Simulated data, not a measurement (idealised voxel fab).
This is a process module. Its name is voxel trench capacitor.
Cross-section cut spans 250 nm and uses square cells 5 nm in size.
Cross-section format: a grid of square cells, given as bands from top to bottom; each band is one or more rows of cells. A band entry consists of two parts. The first gives the height of the band's top and the height of its bottom, in nm. The rest lists the band's materials from left to right, each with its width in nm. A single material labelled with the word "throughout" fills the band from edge to edge, and the word "blank" marks empty space. Height datum 0, below which the as-received substrate wafer is one material. Lowest band open at the bottom, running downward: "0 down". Graded width ("30->40"): value in top row of band = first number; value in bottom row = second number; row-to-row change constant. "nothing changed" after a step means that no cell of the cross-section changed. Voids lacking openings: empty space of 8 cells or more with no open way to the top, each as width x height at its distance from the left edge, in nm. It should be noted that, on the line of a given step, the content following the step's settings is a remark produced by the simulator itself with respect to that step. What "overlay nm" on a step's line means: if the step has a mask, that mask lay this far to the right of its planned place, or, when the value is negative, to the left.
### Steps in the process plan
| 1 | RECEIVE | material Si |
| 2 | CONFORMAL_DEP | material SiN | thk nm 10 |
| 3 | PATTERN | tone open | mask id TRENCH | material resist | width nm 15 | pitch nm 40 | thk nm 20 | overlay nm 0 |
| 4 | DIRECTIONAL_ETCH | etch materials SiN | depth nm 10 |
| 5 | DIRECTIONAL_ETCH | etch materials Si | depth nm 35 |
| 6 | STRIP | etch materials resist |
| 7 | CONFORMAL_DEP | material Al2O3 | thk nm 5 |
| 8 | FILL_DEP | material polySi | thk nm 5 |
| 9 | CMP | height nm 10 |
Heads up: all these wafers start the same, and what changes between them is the width nm in step 3. The value you see in the plan is just what the first wafer got.
### Cut through the first of several wafers as received, post step 1
    0 down: Si throughout
    Voids lacking openings: none
### Last step of the module is step 9; after it, the first of several wafers in cross-section
    10 to 0: SiN: 100; Al2O3: 5; polySi: 5; Al2O3: 5; SiN: 25; Al2O3: 5; polySi: 5; Al2O3: 5; SiN: 95
    0 to -30: Si: 100; Al2O3: 5; polySi: 5; Al2O3: 5; Si: 25; Al2O3: 5; polySi: 5; Al2O3: 5; Si: 95
    -30 to -35: Si: 100; Al2O3: 15; Si: 25; Al2O3: 15; Si: 95
    -35 down: Si throughout
    Voids lacking openings: none
### Module end, final wafer: cross-section
    10 to 0: SiN: 95; Al2O3: 5; polySi: 15; Al2O3: 5; SiN: 15; Al2O3: 5; polySi: 15; Al2O3: 5; SiN: 90
    0 to -30: Si: 95; Al2O3: 5; polySi: 15; Al2O3: 5; Si: 15; Al2O3: 5; polySi: 15; Al2O3: 5; Si: 90
    -30 to -35: Si: 95; Al2O3: 25; Si: 15; Al2O3: 25; Si: 90
    -35 down: Si throughout
    Voids lacking openings: none
### End of module, by wafer: material-by-material cell gain (+) or loss (-) since receipt, then closed voids
width nm 15; +38 Al2O3; -42 Si; +88 SiN; +16 polySi; Voids lacking openings: none
width nm 20; +40 Al2O3; -56 Si; +84 SiN; +32 polySi; Voids lacking openings: none
width nm 25; +42 Al2O3; -70 Si; +80 SiN; +48 polySi; Voids lacking openings: none
